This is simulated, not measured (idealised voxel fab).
voxel transistor to metal: a process module
It is cross-section cut that appears here, measuring 175 nm in width, its square cells being 5 nm in size.
Reading order for cross-sections: top band down to bottom band. Underlying form: a grid of square cells. Band size: one or more rows of cells.
Heads up on the band format: heights come first, top then bottom, in nm. After that it's the materials left to right, each with its width in nm. A single material flagged "throughout" fills the whole band edge to edge, and "blank" means there's empty space there.
Height datum 0, below which the as-received substrate wafer is one material. Lowest band open at the bottom, running downward: "top 0, no bottom".
The two numbers in a width such as "30->40" mark its ends across the band: the first belongs to the top row of cells, the second to the bottom row, and from each row to the next the width moves by the same amount.
Step note "stayed the same" = no cross-section cell changed.
The label "Enclosed cavities" introduces a list of the empty spaces, 8 cells or larger, that have no open way up to the top; each entry in it reads width x height at distance, where the distance is taken from the left edge and all three are stated in nm.
Anything after a step's settings on that line? It's the simulator's own note about the step.
Among the settings permitted on a step's line is "overlay nm"; applied to a step with a mask, it specifies the extent to which the mask lay to the right of its planned position, whereas a negative figure signifies a position to the left.
-- List of planned process steps
1. RECEIVE | material Si
2. CONFORMAL_DEP | material SiO2 | thk nm 5
3. CONFORMAL_DEP | material SiN | thk nm 10
4. PATTERN | tone cover | mask id ACTIVE | material resist | width nm 115 | thk nm 15 | overlay nm 0
5. DIRECTIONAL_ETCH | etch materials SiN | depth nm 10
6. DIRECTIONAL_ETCH | etch materials SiO2 | depth nm 5
7. DIRECTIONAL_ETCH | etch materials Si | depth nm 30
8. STRIP | etch materials resist
9. FILL_DEP | material SiO2 | thk nm 10
10. CMP | height nm 15
11. SELECTIVE_ETCH | etch materials SiO2 | depth nm 5
12. STRIP | etch materials SiN
13. SELECTIVE_ETCH | etch materials SiO2 | depth nm 5
14. OXIDIZE | depth nm 5
15. DIRECTIONAL_DEP | material polySi | thk nm 25
16. DIRECTIONAL_DEP | material SiCN | thk nm 10
17. DIRECTIONAL_DEP | material aC | thk nm 15
18. PATTERN | tone cover | mask id GATE | material resist | width nm 25 | thk nm 30 | overlay nm 0
19. DIRECTIONAL_ETCH | etch materials aC | depth nm 15
20. STRIP | etch materials resist
21. DIRECTIONAL_ETCH | etch materials SiCN | depth nm 20
22. DIRECTIONAL_ETCH | etch materials polySi | depth nm 35
23. STRIP | etch materials aC
24. CONFORMAL_DEP | material SiO2 | thk nm 5
25. DIRECTIONAL_ETCH | etch materials SiO2 | depth nm 5
26. CONFORMAL_DEP | material SiN | thk nm 10
27. DIRECTIONAL_ETCH | etch materials SiN | depth nm 10
28. DIRECTIONAL_ETCH | etch materials SiO2 | depth nm 5
29. EPI | material SiGe | thk nm 5
30. FILL_DEP | material SiO2 | thk nm 5
31. CMP | height nm 25
32. STRIP | etch materials polySi
33. SELECTIVE_ETCH | etch materials SiO2 | depth nm 5
34. CONFORMAL_DEP | material HfO2 | thk nm 5
35. CONFORMAL_DEP | material TiN | thk nm 5
36. FILL_DEP | material W | thk nm 5
37. CMP | height nm 20
38. DIRECTIONAL_DEP | material SiO2 | thk nm 15
39. DIRECTIONAL_DEP | material aC | thk nm 10
40. PATTERN | tone open | mask id CONTACT | material resist | width nm 15 | pitch nm 80 | thk nm 25 | overlay nm 0
41. DIRECTIONAL_ETCH | etch materials aC | depth nm 10
42. STRIP | etch materials resist
43. DIRECTIONAL_ETCH | etch materials SiO2 | depth nm 35
44. STRIP | etch materials aC
45. CONFORMAL_DEP | material TiN | thk nm 5
46. FILL_DEP | material Ru | thk nm 5
47. CMP | height nm 35
48. CONFORMAL_DEP | material SiN | thk nm 5
49. DIRECTIONAL_DEP | material SiO2 | thk nm 15
50. MASKED_ETCH | tone open | mask id METAL_1 | width nm 15 | pitch nm 80 | etch materials SiO2 | depth nm 15 | overlay nm 0
51. MASKED_ETCH | tone open | mask id METAL_1 | width nm 15 | pitch nm 80 | etch materials SiN | depth nm 5 | overlay nm 0
52. CONFORMAL_DEP | material TiN | thk nm 5
53. FILL_DEP | material Cu | thk nm 10
54. CMP | height nm 55
55. EPI | material Ru | thk nm 5
56. FILL_DEP | material SiCN | thk nm 5
57. DIRECTIONAL_DEP | material SiO2 | thk nm 30
58. MASKED_ETCH | tone open | mask id METAL_2 | width nm 15 | pitch nm 80 | etch materials SiO2 | depth nm 20 | overlay nm 0
59. PATTERN | tone open | mask id METAL_2_HOLES | material resist | width nm 15 | pitch nm 80 | thk nm 20 | overlay nm 0
60. DIRECTIONAL_ETCH | etch materials SiO2 | depth nm 10
61. DIRECTIONAL_ETCH | etch materials SiCN | depth nm 5
62. STRIP | etch materials resist
63. CONFORMAL_DEP | material TiN | thk nm 5
64. FILL_DEP | material Cu | thk nm 10
65. CMP | height nm 95
66. CONFORMAL_DEP | material SiCN | thk nm 5
Across this set of wafers, the varied parameter is the width nm of step 50. Starting conditions are identical for every wafer, and the plan reports the value assigned to the first wafer.
-- Cross-section of the first of several wafers on receipt, reflecting completion of step 1
  top 0, no bottom | Si throughout
  Enclosed cavities: none
-- Rows = wafers. At module end, each row lists per material the cells gained (+) or lost (-) since the wafer was received, then the closed voids
width nm 15, +18 Cu, +15 HfO2, +22 Ru, -95 Si, +89 SiCN, +8 SiGe, +49 SiN, +496 SiO2, +89 TiN, +9 W, Enclosed cavities: none
width nm 20, +22 Cu, +15 HfO2, +24 Ru, -95 Si, +87 SiCN, +8 SiGe, +49 SiN, +490 SiO2, +91 TiN, +9 W, Enclosed cavities: none
width nm 25, +26 Cu, +15 HfO2, +26 Ru, -95 Si, +85 SiCN, +8 SiGe, +49 SiN, +484 SiO2, +93 TiN, +9 W, Enclosed cavities: none
width nm 30, +30 Cu, +15 HfO2, +28 Ru, -95 Si, +83 SiCN, +8 SiGe, +49 SiN, +478 SiO2, +95 TiN, +9 W, Enclosed cavities: none
